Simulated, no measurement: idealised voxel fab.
Process module heading - voxel wiring stack
We display cut, a cross-section 195 nm in width whose square cells are each 5 nm.
How to read a cross-section here: the picture is a grid of square cells, written as bands going from the top down, and any band can span one or more rows of cells.
Heights first: top, then bottom, in nm. Then materials, left to right, each with a width in nm. "all across" on a single material: fills the band edge to edge. "air": empty space.
For the purposes of this specification, 0 denotes the height below which the wafer in its as-received condition is composed wholly of one material, and the lowermost band, lacking a lower limit, extends downward without end, as expressed in "z 0 and below".
Quick explanation for "30..40": the width changes in equal steps down the rows of cells, from the first number in the band's top row to the second number in its bottom row.
No cell of the cross-section changed in a step that is given as "all unchanged".
The entry "Closed voids list" lists the empty spaces that cover at least 8 cells and have no open path to the top. Each is written as width x height at distance, where the distance is measured from the left edge and all three values are in nm.
That trailing text on a step's line, after the settings, is the simulator's own remark on the step.
overlay nm: on a step with a mask, how far right of its planned place the mask lay; negative means left.
[The planned process steps are enumerated hereunder]
- 1: RECEIVE, material Si
- 2: CONFORMAL_DEP, material SiO2, thk nm 15
- 3: DIRECTIONAL_DEP, material TiN, thk nm 5
- 4: DIRECTIONAL_DEP, material W, thk nm 20
- 5: MASKED_ETCH, tone cover, mask id METAL_1, width nm 25, pitch nm 55, etch materials W, depth nm 20, overlay nm 0
- 6: MASKED_ETCH, tone cover, mask id METAL_1, width nm 25, pitch nm 55, etch materials TiN, depth nm 5, overlay nm 0
- 7: CONFORMAL_DEP, material SiN, thk nm 5
- 8: FILL_DEP, material lowk, thk nm 5
- 9: CMP, height nm 40
- 10: CONFORMAL_DEP, material SiCN, thk nm 5
- 11: DIRECTIONAL_DEP, material SiO2, thk nm 15
- 12: DIRECTIONAL_DEP, material aC, thk nm 10
- 13: PATTERN, tone open, mask id PLUG_1, material resist, width nm 15, thk nm 25, overlay nm 0
- 14: DIRECTIONAL_ETCH, etch materials aC, depth nm 10
- 15: STRIP, etch materials resist
- 16: DIRECTIONAL_ETCH, etch materials SiO2, depth nm 15
- 17: DIRECTIONAL_ETCH, etch materials SiCN, depth nm 5
- 18: STRIP, etch materials aC
- 19: EPI, material Ru, thk nm 10
- 20: EPI, material Ru, thk nm 10
- 21: CONFORMAL_DEP, material SiN, thk nm 5
- 22: DIRECTIONAL_DEP, material SiO2, thk nm 25
- 23: PATTERN, tone open, mask id METAL_2, material resist, width nm 25, pitch nm 55, thk nm 15, overlay nm 0
- 24: DIRECTIONAL_ETCH, etch materials SiO2, depth nm 25
- 25: DIRECTIONAL_ETCH, etch materials SiN, depth nm 5
- 26: STRIP, etch materials resist
- 27: CONFORMAL_DEP, material TiN, thk nm 5
- 28: FILL_DEP, material W, thk nm 10
- 29: CMP, height nm 90
- 30: CONFORMAL_DEP, material SiN, thk nm 5
Every wafer here starts from the same state; it is the step 27 thk nm that distinguishes them, and the value the plan gives belongs to the first wafer.
[First of several wafers, received after step 1, in cross-section]
* z 0 and below = Si all across
* Closed voids list: none
[First wafer of several, cross-section, module end, after step 30 (last)]
* z 95 to 90 = SiN all across
* z 90 to 65 = SiO2: 55; TiN: 5; W: 15; TiN: 5; SiO2: 30; TiN: 5; W: 15; TiN: 5; SiO2: 60
* z 65 to 60 = SiN: 55; TiN: 25; SiN: 30; TiN: 25; SiN: 60
* z 60 to 45 = SiO2: 55; Ru: 15; SiO2: 125
* z 45 to 40 = SiCN: 55; Ru: 15; SiCN: 125
* z 40 to 20 = lowk: 50; SiN: 5; W: 25; SiN: 5; lowk: 20; SiN: 5; W: 25; SiN: 5; lowk: 55
* z 20 to 15 = SiN: 55; TiN: 25; SiN: 30; TiN: 25; SiN: 60
* z 15 to 0 = SiO2 all across
* z 0 and below = Si all across
* Closed voids list: none
[A cross-section through the last wafer at the close of the module]
* z 95 to 90 = SiN all across
* z 90 to 65 = SiO2: 55; TiN: 25; SiO2: 30; TiN: 25; SiO2: 60
* z 65 to 60 = SiN: 55; TiN: 25; SiN: 30; TiN: 25; SiN: 60
* z 60 to 45 = SiO2: 55; Ru: 15; SiO2: 125
* z 45 to 40 = SiCN: 55; Ru: 15; SiCN: 125
* z 40 to 20 = lowk: 50; SiN: 5; W: 25; SiN: 5; lowk: 20; SiN: 5; W: 25; SiN: 5; lowk: 55
* z 20 to 15 = SiN: 55; TiN: 25; SiN: 30; TiN: 25; SiN: 60
* z 15 to 0 = SiO2 all across
* z 0 and below = Si all across
* Closed voids list: none
[Note: the following table is arranged by wafer, a row apiece. Each row reports the end-of-module state: per material, cells gained (+) or cells lost (-) compared with the wafer as received; closed voids follow]
thk nm 5, +12 Ru, +36 SiCN, +113 SiN, +370 SiO2, +40 TiN, +70 W, +100 lowk, Closed voids list: none
thk nm 10, +12 Ru, +36 SiCN, +113 SiN, +370 SiO2, +62 TiN, +48 W, +100 lowk, Closed voids list: none
thk nm 15, +12 Ru, +36 SiCN, +113 SiN, +370 SiO2, +70 TiN, +40 W, +100 lowk, Closed voids list: none
thk nm 20, +12 Ru, +36 SiCN, +113 SiN, +370 SiO2, +70 TiN, +40 W, +100 lowk, Closed voids list: none
